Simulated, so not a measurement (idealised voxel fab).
process module | voxel transistor to metal
FYI the section here is cut, 180 nm wide, cells are 5 nm squares.
Cross-section spec: square-cell grid; bands listed top down; each band is one or more rows.
Heights first: top, then bottom, in nm. Then materials, left to right, each with a width in nm. "full width" on a single material: fills the band edge to edge. "air": empty space.
Convention: height 0 is the level below which the wafer, as received, is all one material. The lowest band does not terminate at the bottom but continues downward, represented as "top 0, no bottom".
The width entry "30->40" should be interpreted row by row: the top row of cells in the band takes the first number, the bottom row takes the second number, and the change between adjacent rows is uniform throughout.
A step reported as "no alterations made" is a step in which no cell of the cross-section changed.
Closed-off voids of 8+ cells (no open route to the top) go in "Closed void register", written width x height at distance from the left edge, in nm.
Past the settings on a step's line: simulator remark, on that step.
Each step line may optionally specify "overlay nm", which for a step with a mask gives the rightward distance between the mask's planned place and where it lay, a negative value indicating the leftward direction.
### Intended process steps
1) RECEIVE, material Si
2) CONFORMAL_DEP, material SiO2, thk nm 5
3) CONFORMAL_DEP, material SiN, thk nm 10
4) MASKED_ETCH, tone cover, mask id ACTIVE, width nm 95, etch materials SiN, depth nm 10, overlay nm 0
5) MASKED_ETCH, tone cover, mask id ACTIVE, width nm 95, etch materials SiO2, depth nm 5, overlay nm 0
6) MASKED_ETCH, tone cover, mask id ACTIVE, width nm 95, etch materials Si, depth nm 35, overlay nm 0
7) OXIDIZE, depth nm 5
8) FILL_DEP, material SiO2, thk nm 10
9) CMP, height nm 15
10) SELECTIVE_ETCH, etch materials SiO2, depth nm 10
11) STRIP, etch materials SiN
12) SELECTIVE_ETCH, etch materials SiO2, depth nm 5
13) OXIDIZE, depth nm 5
14) DIRECTIONAL_DEP, material polySi, thk nm 30
15) DIRECTIONAL_DEP, material SiCN, thk nm 15
16) PATTERN, tone cover, mask id GATE, material resist, width nm 25, thk nm 15, overlay nm 0
17) DIRECTIONAL_ETCH, etch materials SiCN, depth nm 25
18) DIRECTIONAL_ETCH, etch materials polySi, depth nm 40
19) STRIP, etch materials resist
20) CONFORMAL_DEP, material SiN, thk nm 5
21) DIRECTIONAL_ETCH, etch materials SiN, depth nm 5
22) DIRECTIONAL_ETCH, etch materials SiO2, depth nm 5
23) EPI, material SiGe, thk nm 5
24) FILL_DEP, material SiO2, thk nm 5
25) CMP, height nm 30
26) STRIP, etch materials polySi
27) SELECTIVE_ETCH, etch materials SiO2, depth nm 5
28) CONFORMAL_DEP, material HfO2, thk nm 5
29) CONFORMAL_DEP, material TiN, thk nm 5
30) FILL_DEP, material W, thk nm 10
31) CMP, height nm 25
32) DIRECTIONAL_DEP, material SiO2, thk nm 15
33) PATTERN, tone open, mask id CONTACT, material resist, width nm 15, pitch nm 70, thk nm 15, overlay nm 0
34) DIRECTIONAL_ETCH, etch materials SiO2, depth nm 40
35) STRIP, etch materials resist
36) CONFORMAL_DEP, material TiN, thk nm 5
37) FILL_DEP, material Ru, thk nm 10
38) CMP, height nm 40
39) CONFORMAL_DEP, material SiN, thk nm 5
40) DIRECTIONAL_DEP, material SiO2, thk nm 25
41) PATTERN, tone open, mask id METAL_1, material resist, width nm 15, pitch nm 70, thk nm 15, overlay nm 0
42) DIRECTIONAL_ETCH, etch materials SiO2, depth nm 25
43) DIRECTIONAL_ETCH, etch materials SiN, depth nm 5
44) STRIP, etch materials resist
45) CONFORMAL_DEP, material TiN, thk nm 5
46) FILL_DEP, material Cu, thk nm 10
47) CMP, height nm 70
48) CONFORMAL_DEP, material SiCN, thk nm 5
49) DIRECTIONAL_DEP, material SiO2, thk nm 30
50) DIRECTIONAL_DEP, material aC, thk nm 10
51) PATTERN, tone open, mask id METAL_2, material resist, width nm 15, pitch nm 70, thk nm 25, overlay nm 0
52) DIRECTIONAL_ETCH, etch materials aC, depth nm 10
53) STRIP, etch materials resist
54) DIRECTIONAL_ETCH, etch materials SiO2, depth nm 15
55) STRIP, etch materials aC
56) DIRECTIONAL_DEP, material aC, thk nm 15
57) PATTERN, tone open, mask id METAL_2_HOLES, material resist, width nm 15, pitch nm 70, thk nm 30, overlay nm 0
58) DIRECTIONAL_ETCH, etch materials aC, depth nm 15
59) STRIP, etch materials resist
60) DIRECTIONAL_ETCH, etch materials SiO2, depth nm 15
61) DIRECTIONAL_ETCH, etch materials SiCN, depth nm 5
62) STRIP, etch materials aC
63) CONFORMAL_DEP, material TiN, thk nm 5
64) FILL_DEP, material Cu, thk nm 10
65) CMP, height nm 105
66) CONFORMAL_DEP, material SiCN, thk nm 5
### as received, after step 1
top 0, no bottom | Si full width
Closed void register: none
### Here's the wafer cut in cross-section after the module, started and planned just like above, except one thing was done wrong in the run
top 110, bottom 105 | HfO2 full width
top 105, bottom 75 | SiO2=45, TiN=5, Cu=5, TiN=5, SiO2=55, TiN=5, Cu=5, TiN=5, SiO2=50
top 75, bottom 70 | SiCN=45, TiN=15, SiCN=55, TiN=15, SiCN=50
top 70, bottom 45 | SiO2=45, TiN=5, Cu=5, TiN=5, SiO2=55, TiN=5, Cu=5, TiN=5, SiO2=50
top 45, bottom 40 | SiN=45, TiN=15, SiN=55, TiN=15, SiN=50
top 40, bottom 25 | SiO2=45, TiN=5, Ru=5, TiN=5, SiO2=55, TiN=5, Ru=5, TiN=5, SiO2=50
top 25, bottom 5 | SiO2=45, TiN=5, Ru=5, TiN=5, SiO2=10, SiN=5, HfO2=5, TiN=5, W=5, TiN=5, HfO2=5, SiN=5, SiO2=10, TiN=5, Ru=5, TiN=5, SiO2=50
top 5, bottom 0 | SiO2=45, TiN=15, SiO2=10, SiN=5, HfO2=5, TiN=15, HfO2=5, SiN=5, SiO2=10, TiN=15, SiO2=50
top 0, bottom -5 | SiO2=40, SiGe=30, HfO2=35, SiGe=30, SiO2=45
top -5, bottom -40 | SiO2=45, Si=85, SiO2=50
top -40, no bottom | Si full width
Closed void register: none
The plan and the run diverged here: not per plan at step 66, really ran CONFORMAL_DEP, material HfO2, thk nm 5
